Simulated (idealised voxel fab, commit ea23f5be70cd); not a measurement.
process module | voxel self aligned contacts
cross-section cut | 205 nm wide | cells 5 nm
A cross-section is a grid of square cells, given in bands from the top down. A band is one or more rows of cells.
Each band's line starts with the height of the band's top and of its bottom, in nm. Then come its materials from left to right, each with its width in nm. One material with "throughout" fills the band from edge to edge. "air" is empty space.
Height 0 is the level under which the wafer as received is all one material. The lowest band goes on downwards, as in "0 down".
A width such as "30 to 40" changes by the same amount from each row of cells to the next, from the band's top row to its bottom row.
"no change" after a step means that no cell of the cross-section changed.
closed voids: empty space of 8 cells or more with no open way to the top, each as width x height at its distance from the left edge, in nm
after a step's settings: what the simulator itself notes on the step
overlay nm, on a step with a mask: how far to the right of its planned place the mask lay; to the left if negative
Each pair below shows a cross-section before one step and the cross-section after it, down to the lowest band that changed. The line under each pair gives the step between them, with its settings. The pairs can come from different runs of this module on the same starting wafer, so a pair continues from the pair above only where its "before" says so.
before
  65 to 45: SiO2 throughout
  45 to 20: SiO2 45 | SiN 50 | SiO2 15 | SiN 50 | SiO2 45
  20 to 0: SiO2 40 | SiN 10 | polySi 35 | SiN 10 | SiO2 10 | SiN 10 | polySi 35 | SiN 10 | SiO2 45
  0 to -5: SiO2 throughout
  -5 down: Si throughout
  closed voids: none
after
  55 to 45: SiO2 throughout
  below 45: unchanged
  closed voids: none
the step between: op CMP | height nm 55
before: the cross-section after the pair above
after
  70 to 55: aC throughout
  below 55: unchanged
  closed voids: none
the step between: op DIRECTIONAL_DEP | material aC | thk nm 15
before: the cross-section after the pair above
after
  100 to 70: resist 80 | air 45 | resist 80
  below 70: unchanged
  closed voids: none
the step between: op PATTERN | tone open | mask id CONTACT | material resist | width nm 45 | thk nm 30 | overlay nm 0
before: the cross-section after the pair above
after
  85 to 70: resist 80 | air 45 | resist 80
  70 to 55: aC 80 | air 45 | aC 80
  below 55: unchanged
  closed voids: none
the step between: op DIRECTIONAL_ETCH | etch materials aC | depth nm 15
before: the cross-section after the pair above
after
  70 to 55: aC 80 | air 45 | aC 80
  below 55: unchanged
  closed voids: none
the step between: op STRIP | etch materials resist
before: the cross-section after the pair above
after
  70 to 55: aC 80 | air 45 | aC 80
  55 to 45: SiO2 80 | air 45 | SiO2 80
  45 to 20: SiO2 45 | SiN 50 | air 15 | SiN 50 | SiO2 45
  20 to 0: SiO2 40 | SiN 10 | polySi 35 | SiN 10 | air 10 | SiN 10 | polySi 35 | SiN 10 | SiO2 45
  0 to -5: SiO2 95 | air 10 | SiO2 100
  below -5: unchanged
  closed voids: none
the step between: op DIRECTIONAL_ETCH | etch materials SiO2 | depth nm 60
before: the cross-section after the pair above
after
  55 to 45: SiO2 80 | air 45 | SiO2 80
  below 45: unchanged
  closed voids: none
the step between: op STRIP | etch materials aC
before: the cross-section after the pair above
after
  60 to 55: TiN 85 | air 35 | TiN 85
  55 to 45: SiO2 80 | TiN 5 to 20 | air 35 to 5 | TiN 5 to 20 | SiO2 80
  45 to 25: SiO2 45 | SiN 50 | TiN 5 | air 5 | TiN 5 | SiN 50 | SiO2 45
  25 to 20: SiO2 45 | SiN 50 | TiN 15 | SiN 50 | SiO2 45
  20 to 0: SiO2 40 | SiN 10 | polySi 35 | SiN 10 | TiN 10 | SiN 10 | polySi 35 | SiN 10 | SiO2 45
  0 to -5: SiO2 95 | TiN 10 | SiO2 100
  below -5: unchanged
  closed voids: none
the step between: op CONFORMAL_DEP | material TiN | thk nm 5
before: the cross-section after the pair above
after
  65 to 60: Ru throughout
  60 to 55: TiN 85 | Ru 35 | TiN 85
  55 to 45: SiO2 80 | TiN 5 to 20 | Ru 35 to 5 | TiN 5 to 20 | SiO2 80
  45 to 25: SiO2 45 | SiN 50 | TiN 5 | Ru 5 | TiN 5 | SiN 50 | SiO2 45
  below 25: unchanged
  closed voids: none
the step between: op FILL_DEP | material Ru | thk nm 5
before: the cross-section after the pair above
after
  55 to 45: SiO2 80 | TiN 5 to 20 | Ru 35 to 5 | TiN 5 to 20 | SiO2 80
  below 45: unchanged
  closed voids: none
the step between: op CMP | height nm 55
before: the cross-section after the pair above
after
  60 to 55: SiCN throughout
  below 55: unchanged
  closed voids: none
the step between: op CONFORMAL_DEP | material SiCN | thk nm 5
before
  20 to 0: polySi throughout
  0 to -5: SiO2 throughout
  -5 down: Si throughout
  closed voids: none
after
  45 to 20: SiO2 throughout
  below 20: unchanged
  closed voids: none
the step between: op DIRECTIONAL_DEP | material SiO2 | thk nm 25
before: the cross-section after the pair above
after
  55 to 45: SiN throughout
  below 45: unchanged
  closed voids: none
the step between: op CONFORMAL_DEP | material SiN | thk nm 10
before: the cross-section after the pair above
after
  45 to 20: SiO2 throughout
  below 20: unchanged
  closed voids: none
the step between: op DIRECTIONAL_ETCH | etch materials SiN | depth nm 10
before: the cross-section after the pair above
after
  65 to 20: SiO2 throughout
  below 20: unchanged
  closed voids: none
the step between: op FILL_DEP | material SiO2 | thk nm 20
before: the cross-section after the pair above
after
  55 to 20: SiO2 throughout
  below 20: unchanged
  closed voids: none
the step between: op CMP | height nm 55
before: the cross-section after the pair above
after
  70 to 55: aC throughout
  below 55: unchanged
  closed voids: none
the step between: op DIRECTIONAL_DEP | material aC | thk nm 15
before: the cross-section after the pair above
after
  100 to 70: resist 80 | air 45 | resist 80
  below 70: unchanged
  closed voids: none
the step between: op PATTERN | tone open | mask id CONTACT | material resist | width nm 45 | thk nm 30 | overlay nm 0
before: the cross-section after the pair above
after
  85 to 70: resist 80 | air 45 | resist 80
  70 to 55: aC 80 | air 45 | aC 80
  below 55: unchanged
  closed voids: none
the step between: op DIRECTIONAL_ETCH | etch materials aC | depth nm 15
before: the cross-section after the pair above
after
  70 to 55: aC 80 | air 45 | aC 80
  below 55: unchanged
  closed voids: none
the step between: op STRIP | etch materials resist
before: the cross-section after the pair above
after
  70 to 55: aC 80 | air 45 | aC 80
  55 to 20: SiO2 80 | air 45 | SiO2 80
  below 20: unchanged
  closed voids: none
the step between: op DIRECTIONAL_ETCH | etch materials SiO2 | depth nm 60
before: the cross-section after the pair above
after
  55 to 20: SiO2 80 | air 45 | SiO2 80
  below 20: unchanged
  closed voids: none
the step between: op STRIP | etch materials aC
before: the cross-section after the pair above
after
  60 to 55: TiN 85 | air 35 | TiN 85
  55 to 25: SiO2 80 | TiN 5 | air 35 | TiN 5 | SiO2 80
  25 to 20: SiO2 80 | TiN 45 | SiO2 80
  below 20: unchanged
  closed voids: none
the step between: op CONFORMAL_DEP | material TiN | thk nm 5
before: the cross-section after the pair above
after
  65 to 60: Ru throughout
  60 to 55: TiN 85 | Ru 35 | TiN 85
  55 to 25: SiO2 80 | TiN 5 | Ru 35 | TiN 5 | SiO2 80
  below 25: unchanged
  closed voids: none
the step between: op FILL_DEP | material Ru | thk nm 5
before: the cross-section after the pair above
after
  55 to 25: SiO2 80 | TiN 5 | Ru 35 | TiN 5 | SiO2 80
  below 25: unchanged
  closed voids: none
the step between: op CMP | height nm 55
before: the cross-section after the pair above
after
  60 to 55: SiCN throughout
  below 55: unchanged
  closed voids: none
the step between: op CONFORMAL_DEP | material SiCN | thk nm 5
before
  70 to 55: aC throughout
  55 to 45: SiO2 throughout
  45 to 20: SiO2 45 | SiN 50 | SiO2 15 | SiN 50 | SiO2 45
  20 to 0: SiO2 45 | SiN 10 | polySi 30 | SiN 10 | SiO2 15 | SiN 10 | polySi 30 | SiN 10 | SiO2 45
  0 to -5: SiO2 throughout
  -5 down: Si throughout
  closed voids: none
after
  100 to 70: air 80 | resist 45 | air 80
  below 70: unchanged
  closed voids: none
the step between: op PATTERN | tone cover | mask id CONTACT | material resist | width nm 45 | thk nm 30 | overlay nm 0
before: the cross-section after the pair above
after
  85 to 70: air 80 | resist 45 | air 80
  70 to 55: air 80 | aC 45 | air 80
  below 55: unchanged
  closed voids: none
the step between: op DIRECTIONAL_ETCH | etch materials aC | depth nm 15
before: the cross-section after the pair above
after
  70 to 55: air 80 | aC 45 | air 80
  below 55: unchanged
  closed voids: none
the step between: op STRIP | etch materials resist
before: the cross-section after the pair above
after
  70 to 55: air 80 | aC 45 | air 80
  55 to 45: air 80 | SiO2 45 | air 80
  45 to 20: air 45 | SiN 50 | SiO2 15 | SiN 50 | air 45
  20 to 0: air 45 | SiN 10 | polySi 30 | SiN 10 | SiO2 15 | SiN 10 | polySi 30 | SiN 10 | air 45
  0 to -5: air 45 | SiO2 115 | air 45
  below -5: unchanged
  closed voids: none
the step between: op DIRECTIONAL_ETCH | etch materials SiO2 | depth nm 60
before: the cross-section after the pair above
after
  55 to 45: air 80 | SiO2 45 | air 80
  below 45: unchanged
  closed voids: none
the step between: op STRIP | etch materials aC
before: the cross-section after the pair above
after
  60 to 55: air 75 | TiN 55 | air 75
  55 to 45: air 75 to 40 | TiN 5 to 40 | SiO2 45 | TiN 5 to 40 | air 75 to 40
  45 to 20: air 40 | TiN 5 | SiN 50 | SiO2 15 | SiN 50 | TiN 5 | air 40
  20 to 0: air 40 | TiN 5 | SiN 10 | polySi 30 | SiN 10 | SiO2 15 | SiN 10 | polySi 30 | SiN 10 | TiN 5 | air 40
  0 to -5: TiN 45 | SiO2 115 | TiN 45
  below -5: unchanged
  closed voids: none
the step between: op CONFORMAL_DEP | material TiN | thk nm 5
before: the cross-section after the pair above
after
  65 to 60: Ru throughout
  60 to 55: Ru 75 | TiN 55 | Ru 75
  55 to 45: Ru 75 to 40 | TiN 5 to 40 | SiO2 45 | TiN 5 to 40 | Ru 75 to 40
  45 to 20: Ru 40 | TiN 5 | SiN 50 | SiO2 15 | SiN 50 | TiN 5 | Ru 40
  20 to 0: Ru 40 | TiN 5 | SiN 10 | polySi 30 | SiN 10 | SiO2 15 | SiN 10 | polySi 30 | SiN 10 | TiN 5 | Ru 40
  below 0: unchanged
  closed voids: none
the step between: op FILL_DEP | material Ru | thk nm 5
before: the cross-section after the pair above
after
  55 to 45: Ru 75 to 40 | TiN 5 to 40 | SiO2 45 | TiN 5 to 40 | Ru 75 to 40
  below 45: unchanged
  closed voids: none
the step between: op CMP | height nm 55
before: the cross-section after the pair above
after
  60 to 55: SiCN throughout
  below 55: unchanged
  closed voids: none
the step between: op CONFORMAL_DEP | material SiCN | thk nm 5
